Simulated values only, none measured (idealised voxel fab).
Process module name: voxel self aligned vias
The cross-section shown here is cut; it is 225 nm wide and divided into square cells measuring 5 nm on a side.
Each cross-section below is a grid of square cells, stated as bands in top-down order, with one or more rows of cells making up each band. Heads up on the band format: heights come first, top then bottom, in nm. After that it's the materials left to right, each with its width in nm. A single material flagged "everywhere" fills the whole band edge to edge, and "empty" means there's empty space there. Basically, 0 is our baseline, since under it the wafer straight out of the box is all one material. The bottom band has no lower end and keeps on going down, so it looks like "0 nm and below". When a width is written as two numbers, as in "30..40", the first number is the width in the top row of cells of the band and the second is the width in its bottom row, and the width changes by the same amount from each row to the next. What does "nothing got changed" mean for a step? It means no cell of the cross-section changed in that step. In the "Closed internal voids" entry, you get each enclosed empty space of 8 cells or more, one with no open way to the top, written width x height at distance, distance from the left edge, in nm. Formally, on a step line, whatever follows the settings is a remark that the simulator itself makes on the step. What "overlay nm" on a step's line means: if the step has a mask, that mask lay this far to the right of its planned place, or, when the value is negative, to the left.
List of planned process steps
- 1: RECEIVE [material Si]
- 2: CONFORMAL_DEP [material SiO2] [thk nm 15]
- 3: CONFORMAL_DEP [material SiCN] [thk nm 5]
- 4: DIRECTIONAL_DEP [material SiO2] [thk nm 20]
- 5: DIRECTIONAL_DEP [material aC] [thk nm 15]
- 6: PATTERN [tone open] [mask id LINES] [material resist] [width nm 20] [pitch nm 50] [thk nm 35] [overlay nm 0]
- 7: DIRECTIONAL_ETCH [etch materials aC] [depth nm 15]
- 8: STRIP [etch materials resist]
- 9: DIRECTIONAL_ETCH [etch materials SiO2] [depth nm 20]
- 10: STRIP [etch materials aC]
- 11: CONFORMAL_DEP [material TiN] [thk nm 5]
- 12: FILL_DEP [material W] [thk nm 5]
- 13: CMP [height nm 40]
- 14: SELECTIVE_ETCH [etch materials W Ru TiN] [depth nm 5]
- 15: FILL_DEP [material SiN] [thk nm 5]
- 16: CMP [height nm 40]
- 17: DIRECTIONAL_DEP [material SiO2] [thk nm 15]
- 18: DIRECTIONAL_DEP [material aC] [thk nm 15]
- 19: PATTERN [tone open] [mask id VIAS] [material resist] [width nm 20] [pitch nm 50] [thk nm 30] [overlay nm 0]
- 20: DIRECTIONAL_ETCH [etch materials aC] [depth nm 15]
- 21: STRIP [etch materials resist]
- 22: DIRECTIONAL_ETCH [etch materials SiO2] [depth nm 15]
- 23: DIRECTIONAL_ETCH [etch materials SiN] [depth nm 5]
- 24: STRIP [etch materials aC]
- 25: CONFORMAL_DEP [material TiN] [thk nm 5]
- 26: FILL_DEP [material Cu] [thk nm 10]
- 27: CMP [height nm 55]
- 28: CONFORMAL_DEP [material SiCN] [thk nm 5]
Variable across wafers: step 19 width nm (plan value is that of the first wafer; starting state common to all).
Cross-section of the first of several wafers on receipt, reflecting completion of step 1
- 0 nm and below  Si everywhere
- Closed internal voids: none
Below: a row per wafer. Contents at end of module: for every material, cells gained since receipt (+) or lost since receipt (-); then closed voids
width nm 20 | +12 Cu | +90 SiCN | +394 SiO2 | +36 TiN | +8 W | Closed internal voids: none
width nm 25 | +16 Cu | +90 SiCN | +388 SiO2 | +38 TiN | +8 W | Closed internal voids: none
width nm 30 | +20 Cu | +90 SiCN | +382 SiO2 | +40 TiN | +8 W | Closed internal voids: none
width nm 35 | +24 Cu | +90 SiCN | +376 SiO2 | +42 TiN | +8 W | Closed internal voids: none
